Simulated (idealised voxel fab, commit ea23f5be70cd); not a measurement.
process module | voxel self aligned contacts
For reference, the cross-section in this document is cut, with width 230 nm and square cells of 5 nm.
Cross-section spec: square-cell grid; bands listed top down; each band is one or more rows.
It is stipulated that each band's entry specify, in nanometres, the height of the top of the band and then that of its bottom, followed by the materials of the band in left-to-right sequence, each together with its width in nanometres. A single material marked by the word "everywhere" is understood to fill the band from edge to edge; the word "empty" is understood to denote empty space.
Ref level 0: as-received wafer is one material below here. Bottom band extends down with no lower bound ("0..down").
A width such as "30..40" changes by the same amount from each row of cells to the next, from the band's top row to its bottom row.
When a step is marked "nothing changed", none of the cells in the cross-section changed during that step.
Each empty space that has no open way to the top and spans at least 8 cells appears under "Closed-off voids" as width x height at distance, the distance counted from the left edge, all in nm.
Formally, on a step line, whatever follows the settings is a remark that the simulator itself makes on the step.
Steps that use a mask can have "overlay nm" on their line. It says how far the mask sat to the right of where it was meant to be. Negative means to the left.
Below is the list of planned process steps:
1. RECEIVE [material Si]
2. OXIDIZE [depth nm 5]
3. DIRECTIONAL_DEP [material polySi] [thk nm 30]
4. DIRECTIONAL_DEP [material SiN] [thk nm 20]
5. PATTERN [tone cover] [mask id GATE] [material resist] [width nm 35] [pitch nm 70] [thk nm 20] [overlay nm 0]
6. DIRECTIONAL_ETCH [etch materials SiN] [depth nm 20]
7. DIRECTIONAL_ETCH [etch materials polySi] [depth nm 30]
8. STRIP [etch materials resist]
9. CONFORMAL_DEP [material SiN] [thk nm 5]
10. DIRECTIONAL_ETCH [etch materials SiN] [depth nm 5]
11. FILL_DEP [material SiO2] [thk nm 20]
12. CMP [height nm 60]
13. MASKED_ETCH [tone open] [mask id CONTACT] [width nm 55] [etch materials SiO2] [depth nm 65] [overlay nm 0]
14. CONFORMAL_DEP [material TiN] [thk nm 5]
15. FILL_DEP [material W] [thk nm 5]
16. CMP [height nm 60]
17. CONFORMAL_DEP [material SiN] [thk nm 5]
varied across the wafers: thk nm of step 9. The plan shows the first wafer's value. All wafers start alike
After step 1, as received: first of several wafers, cross-section:
> 0..down = Si everywhere
> Closed-off voids: none
Heads up, this table goes wafer by wafer. A row tells you, at the end of the module, how many cells of each material that wafer has put on (+) or dropped (-) since it was received, and then its closed voids:
thk nm 5 | -46 Si | +142 SiN | +341 SiO2 | +35 TiN | +42 W | +84 polySi | Closed-off voids: none
thk nm 10 | -46 Si | +228 SiN | +291 SiO2 | +31 TiN | +10 W | +84 polySi | Closed-off voids: none
thk nm 15 | -46 Si | +314 SiN | +236 SiO2 | +10 TiN | +84 polySi | Closed-off voids: none
thk nm 20 | -46 Si | +361 SiN | +199 SiO2 | +84 polySi | Closed-off voids: none
